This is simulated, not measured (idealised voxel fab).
The process module that follows is named voxel gate over fins.
Shown is cross-section cut, with a width of 240 nm and square cells of size 5 nm.
When this document writes out a cross-section, it uses a grid of square cells and lists it as bands, beginning at the top and moving down, with a band standing for one or more rows of cells. Read a band's entry like this: the first values are the height of its top and the height of its bottom in nm, and what follows is the sequence of materials from left to right, each with its width in nm. Note that "empty" is empty space, and that a single material marked "full width" reaches across the band from edge to edge. Heights are measured from 0, the level below which the as-received wafer is all one material; the lowest band has no bottom and continues downward, written as in "from 0 down". When a width is written as two numbers, as in "30..40", the first number is the width in the top row of cells of the band and the second is the width in its bottom row, and the width changes by the same amount from each row to the next. "all unchanged" after a step means that no cell of the cross-section changed. In the "Fully sealed cavities" entry, you get each enclosed empty space of 8 cells or more, one with no open way to the top, written width x height at distance, distance from the left edge, in nm. Step line, after settings: the simulator's comment on this step. overlay nm: for a step with a mask, the amount by which the mask lay right of where it was planned; a negative amount means left of it.

## The process steps that were planned are listed below
- 1: op RECEIVE | material Si
- 2: op CONFORMAL_DEP | material SiN | thk nm 5
- 3: op PATTERN | tone cover | mask id FINS | material resist | width nm 15 | pitch nm 55 | thk nm 20 | overlay nm 0
- 4: op DIRECTIONAL_ETCH | etch materials SiN | depth nm 5
- 5: op DIRECTIONAL_ETCH | etch materials Si | depth nm 35
- 6: op STRIP | etch materials resist
- 7: op OXIDIZE | depth nm 5
- 8: op FILL_DEP | material SiO2 | thk nm 15
- 9: op CMP | height nm 5
- 10: op MASKED_ETCH | tone open | mask id RAIL | width nm 15 | etch materials SiO2 | depth nm 35 | overlay nm 0
- 11: op CONFORMAL_DEP | material TiN | thk nm 5
- 12: op FILL_DEP | material Ru | thk nm 10
- 13: op CMP | height nm 5
- 14: op SELECTIVE_ETCH | etch materials W Ru TiN | depth nm 25
- 15: op FILL_DEP | material SiO2 | thk nm 5
- 16: op CMP | height nm 5
- 17: op SELECTIVE_ETCH | etch materials SiO2 | depth nm 15
- 18: op STRIP | etch materials SiN
- 19: op CONFORMAL_DEP | material HfO2 | thk nm 5
- 20: op CONFORMAL_DEP | material TiN | thk nm 5
- 21: op CONFORMAL_DEP | material TiAl | thk nm 5
- 22: op CONFORMAL_DEP | material TiN | thk nm 5
- 23: op FILL_DEP | material W | thk nm 10
- 24: op CMP | height nm 25
- 25: op CONFORMAL_DEP | material SiCN | thk nm 10

## As received (post step 1): cross-section
  from 0 down: Si full width
  Fully sealed cavities: none

## Sectioned view, first of two wafers, at the close of the module, processed as intended in the plan
  from 35 to 25: SiCN full width
  from 25 to 20: W full width
  from 20 to 15: 70 of W, 45 of TiN, 10 of W, 45 of TiN, 70 of W
  from 15 to 10: 70 of W, 5 of TiN, 35 of TiAl, 5 of TiN, 10 of W, 5 of TiN, 35 of TiAl, 5 of TiN, 70 of W
  from 10 to 5: 75 of TiN, 5 of TiAl, 25 of TiN, 5 of TiAl, 20 of TiN, 5 of TiAl, 25 of TiN, 5 of TiAl, 75 of TiN
  from 5 to 0: 80 of TiAl, 5 of TiN, 15 of HfO2, 5 of TiN, 30 of TiAl, 5 of TiN, 15 of HfO2, 5 of TiN, 80 of TiAl
  from 0 to -5: 85 of TiN, 5 of HfO2, 5 of Si, 5 of HfO2, 40 of TiN, 5 of HfO2, 5 of Si, 5 of HfO2, 85 of TiN
  from -5 to -10: 90 of HfO2, 5 of Si, 50 of HfO2, 5 of Si, 90 of HfO2
  from -10 to -20: 90 of SiO2, 5 of Si, 50 of SiO2, 5 of Si, 90 of SiO2
  from -20 to -25: 90 of SiO2, 5 of Si, 15 of SiO2, 5 of TiN, 5 of Ru, 5 of TiN, 20 of SiO2, 5 of Si, 90 of SiO2
  from -25 to -30: 90 of SiO2, 5 of Si, 15 of SiO2, 15 of TiN, 20 of SiO2, 5 of Si, 90 of SiO2
  from -30 to -40: 90 of SiO2, 5 of Si, 50 of SiO2, 5 of Si, 90 of SiO2
  from -40 down: Si full width
  Fully sealed cavities: none

## Cross-section of the latter of the two wafers at module completion. It had an identical start and an identical plan to the former; in running it, one mistake was made
  from 35 to 25: SiCN full width
  from 25 to 20: W full width
  from 20 to 15: 70 of W, 45 of TiN, 10 of W, 45 of TiN, 70 of W
  from 15 to 10: 70 of W, 5 of TiN, 35 of TiAl, 5 of TiN, 10 of W, 5 of TiN, 35 of TiAl, 5 of TiN, 70 of W
  from 10 to 5: 75 of TiN, 5 of TiAl, 25 of TiN, 5 of TiAl, 20 of TiN, 5 of TiAl, 25 of TiN, 5 of TiAl, 75 of TiN
  from 5 to 0: 80 of TiAl, 5 of TiN, 15 of HfO2, 5 of TiN, 30 of TiAl, 5 of TiN, 15 of HfO2, 5 of TiN, 80 of TiAl
  from 0 to -5: 85 of TiN, 5 of HfO2, 5 of Si, 5 of HfO2, 40 of TiN, 5 of HfO2, 5 of Si, 5 of HfO2, 85 of TiN
  from -5 to -10: 90 of HfO2, 5 of Si, 50 of HfO2, 5 of Si, 90 of HfO2
  from -10 to -20: 90 of SiO2, 5 of Si, 50 of SiO2, 5 of Si, 90 of SiO2
  from -20 to -25: 90 of SiO2, 5 of Si, 15 of SiO2, 5 of TiN, 10 of Ru, 5 of TiN, 15 of SiO2, 5 of Si, 90 of SiO2
  from -25 to -30: 90 of SiO2, 5 of Si, 15 of SiO2, 20 of TiN, 15 of SiO2, 5 of Si, 90 of SiO2
  from -30 to -40: 90 of SiO2, 5 of Si, 50 of SiO2, 5 of Si, 90 of SiO2
  from -40 down: Si full width
  Fully sealed cavities: none
Diagnosis: in deviation from the planned setting, step 10 was conducted as op MASKED_ETCH | tone open | mask id RAIL | width nm 20 | etch materials SiO2 | depth nm 35 | overlay nm 0
End of process, cell counts, second wafer against first, materials with more or fewer: +1 Ru; -2 SiO2; +1 TiN
